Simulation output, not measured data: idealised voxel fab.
Title: Process Module voxel capacitor over wiring
The cross-section shown here is cut; it is 285 nm wide and divided into square cells measuring 5 nm on a side.
A cross-section in this document is a grid of square cells, and it is written down as bands, the top band listed before the ones below it; a band is made up of one or more rows of cells. This entry defines a band. It first specifies the height of the band's top and the height of its bottom in nm, and then specifies the band's materials from left to right, stating each material with its width in nm. The word "full width" identifies a single material that fills the band from edge to edge, while the word "air" identifies empty space. We count height from 0. Below that, the starting wafer is all one material. The lowest band never ends at the bottom but goes on down; see "from 0 down" for how that is written. The expression "30->40" gives the width at the extremes of the band, the first number at its top row of cells and the second at its bottom row, with the width changing by equal amounts from each row to the next in between. "nothing altered" (step): cross-section cells unchanged, all of them. In the "Enclosed internal voids" entry, you get each enclosed empty space of 8 cells or more, one with no open way to the top, written width x height at distance, distance from the left edge, in nm. after a step's settings: what the simulator itself notes on the step. When a step includes a mask, the "overlay nm" setting on its line states how far to the right of its planned place that mask lay, and negative values state how far to the left.

Planned step list for the process:
- 1: op RECEIVE | material Si
- 2: op CONFORMAL_DEP | material SiO2 | thk nm 10
- 3: op DIRECTIONAL_DEP | material TiN | thk nm 5
- 4: op DIRECTIONAL_DEP | material Ru | thk nm 15
- 5: op PATTERN | tone cover | mask id METAL_1 | material resist | width nm 30 | pitch nm 80 | thk nm 20 | overlay nm 0
- 6: op DIRECTIONAL_ETCH | etch materials Ru | depth nm 15
- 7: op DIRECTIONAL_ETCH | etch materials TiN | depth nm 5
- 8: op STRIP | etch materials resist
- 9: op CONFORMAL_DEP | material SiN | thk nm 5
- 10: op FILL_DEP | material lowk | thk nm 5
- 11: op CMP | height nm 30
- 12: op CONFORMAL_DEP | material SiCN | thk nm 5
- 13: op DIRECTIONAL_DEP | material SiO2 | thk nm 10
- 14: op MASKED_ETCH | tone open | mask id PLUG_1 | width nm 15 | etch materials SiO2 | depth nm 10 | overlay nm 0
- 15: op MASKED_ETCH | tone open | mask id PLUG_1 | width nm 15 | etch materials SiCN | depth nm 5 | overlay nm 0
- 16: op EPI | material Ru | thk nm 10
- 17: op EPI | material Ru | thk nm 5
- 18: op DIRECTIONAL_DEP | material TiN | thk nm 10
- 19: op DIRECTIONAL_DEP | material Al2O3 | thk nm 5
- 20: op DIRECTIONAL_DEP | material TiN | thk nm 10
- 21: op PATTERN | tone cover | mask id UPPER_PLATE | material resist | width nm 55 | thk nm 20 | overlay nm 0
- 22: op DIRECTIONAL_ETCH | etch materials TiN | depth nm 5
- 23: op DIRECTIONAL_ETCH | etch materials Al2O3 | depth nm 5
- 24: op STRIP | etch materials resist
- 25: op MASKED_ETCH | tone cover | mask id LOWER_PLATE | width nm 65 | etch materials TiN | depth nm 10 | overlay nm 0
- 26: op FILL_DEP | material SiO2 | thk nm 15
- 27: op CMP | height nm 80
- 28: op DIRECTIONAL_DEP | material aC | thk nm 10
- 29: op PATTERN | tone open | mask id PLUG_2 | material resist | width nm 15 | thk nm 30 | overlay nm 0
- 30: op DIRECTIONAL_ETCH | etch materials aC | depth nm 10
- 31: op STRIP | etch materials resist
- 32: op DIRECTIONAL_ETCH | etch materials SiO2 | depth nm 10
- 33: op STRIP | etch materials aC
- 34: op CONFORMAL_DEP | material TiN | thk nm 5
- 35: op FILL_DEP | material Ru | thk nm 5
- 36: op CMP | height nm 80
- 37: op CONFORMAL_DEP | material SiCN | thk nm 5
The depth nm used in step 22 is not the same on every wafer, whereas the starting condition is; the value printed in the plan is the first wafer's.

As received, i.e. after step 1: cross-section through the first of several wafers:
  from 0 down: Si full width
  Enclosed internal voids: none

What follows is a table in which each wafer occupies a row; for the wafer as it stands at the close of the module, the row states, material by material, how many cells have been gained (+) or lost (-) since receipt, and then gives its closed voids:
depth nm 5 | +57 Al2O3 | +46 Ru | +111 SiCN | +57 SiN | +420 SiO2 | +155 TiN | +123 lowk | Enclosed internal voids: none
depth nm 10 | +11 Al2O3 | +46 Ru | +111 SiCN | +57 SiN | +556 SiO2 | +65 TiN | +123 lowk | Enclosed internal voids: none
depth nm 15 | +11 Al2O3 | +46 Ru | +111 SiCN | +57 SiN | +556 SiO2 | +65 TiN | +123 lowk | Enclosed internal voids: none
depth nm 20 | +11 Al2O3 | +46 Ru | +111 SiCN | +57 SiN | +556 SiO2 | +65 TiN | +123 lowk | Enclosed internal voids: none
depth nm 25 | +11 Al2O3 | +46 Ru | +111 SiCN | +57 SiN | +556 SiO2 | +65 TiN | +123 lowk | Enclosed internal voids: none
